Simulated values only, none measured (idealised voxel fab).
The name of this process module is voxel ribs on slabs.
For reference, the cross-section in this document is cut, with width 270 nm and square cells of 5 nm.
Cross-section layout: square cells on a grid; listed as bands, top to bottom; a band spans one or more cell rows. It is stipulated that each band's entry specify, in nanometres, the height of the top of the band and then that of its bottom, followed by the materials of the band in left-to-right sequence, each together with its width in nanometres. A single material marked by the word "edge to edge" is understood to fill the band from edge to edge; the word "air" is understood to denote empty space. Height datum 0, below which the as-received substrate wafer is one material. Lowest band open at the bottom, running downward: "z 0 and below". A width given as "30 to 40" starts at the first number in the band's top row and ends at the second number in its bottom row, shifting by an equal amount at every step from row to row. "nothing was modified", as given for a step, is the statement that not any cell of the cross-section underwent a change during that step. The entry "Enclosed void inventory" lists the empty spaces that cover at least 8 cells and have no open path to the top. Each is written as width x height at distance, where the distance is measured from the left edge and all three values are in nm. Read whatever lies past the settings on a step's line as the simulator's own remark about the step. Each step line may optionally specify "overlay nm", which for a step with a mask gives the rightward distance between the mask's planned place and where it lay, a negative value indicating the leftward direction.
[So here's the lineup of process steps we planned]
step 1: RECEIVE [material Si]
step 2: DIRECTIONAL_DEP [material SiO2] [thk nm 30]
step 3: DIRECTIONAL_DEP [material polySi] [thk nm 15]
step 4: MASKED_ETCH [tone cover] [mask id RIB] [width nm 30] [etch materials polySi] [depth nm 10] [overlay nm 0]
step 5: MASKED_ETCH [tone cover] [mask id SLAB] [width nm 60] [etch materials polySi] [depth nm 5] [overlay nm 0]
step 6: FILL_DEP [material SiO2] [thk nm 25]
step 7: CMP [height nm 60]
step 8: DIRECTIONAL_DEP [material W] [thk nm 10]
step 9: PATTERN [tone cover] [mask id HEATER] [material resist] [width nm 40] [thk nm 20] [overlay nm 0]
step 10: DIRECTIONAL_ETCH [etch materials W] [depth nm 10]
step 11: STRIP [etch materials resist]
step 12: CONFORMAL_DEP [material SiN] [thk nm 5]
Every wafer here starts from the same state; it is the step 12 thk nm that distinguishes them, and the value the plan gives belongs to the first wafer.
[Cross-section of the first incoming wafer of several, state after step 1]
> z 0 and below | Si edge to edge
> Enclosed void inventory: none
[Quick look at the cross-section of the first of several wafers after step 12, which wraps up the module]
> z 75 to 70 | air: 110 | SiN: 50 | air: 110
> z 70 to 65 | air: 110 | SiN: 5 | W: 40 | SiN: 5 | air: 110
> z 65 to 60 | SiN: 115 | W: 40 | SiN: 115
> z 60 to 45 | SiO2 edge to edge
> z 45 to 35 | SiO2: 120 | polySi: 30 | SiO2: 120
> z 35 to 30 | SiO2: 105 | polySi: 60 | SiO2: 105
> z 30 to 0 | SiO2 edge to edge
> z 0 and below | Si edge to edge
> Enclosed void inventory: none
[At the end of the module, the last of several wafers in cross-section]
> z 90 to 80 | air: 95 | SiN: 80 | air: 95
> z 80 to 70 | SiN edge to edge
> z 70 to 60 | SiN: 115 | W: 40 | SiN: 115
> z 60 to 45 | SiO2 edge to edge
> z 45 to 35 | SiO2: 120 | polySi: 30 | SiO2: 120
> z 35 to 30 | SiO2: 105 | polySi: 60 | SiO2: 105
> z 30 to 0 | SiO2 edge to edge
> z 0 and below | Si edge to edge
> Enclosed void inventory: none
[Every row in this table is a wafer at the end of the module, and it gives, for each of the materials, the cells that wafer has gained (+) or lost (-) since it was received, then its closed voids]
thk nm 5, +58 SiN, +624 SiO2, +16 W, +24 polySi, Enclosed void inventory: none
thk nm 10, +116 SiN, +624 SiO2, +16 W, +24 polySi, Enclosed void inventory: none
thk nm 15, +174 SiN, +624 SiO2, +16 W, +24 polySi, Enclosed void inventory: none
thk nm 20, +232 SiN, +624 SiO2, +16 W, +24 polySi, Enclosed void inventory: none
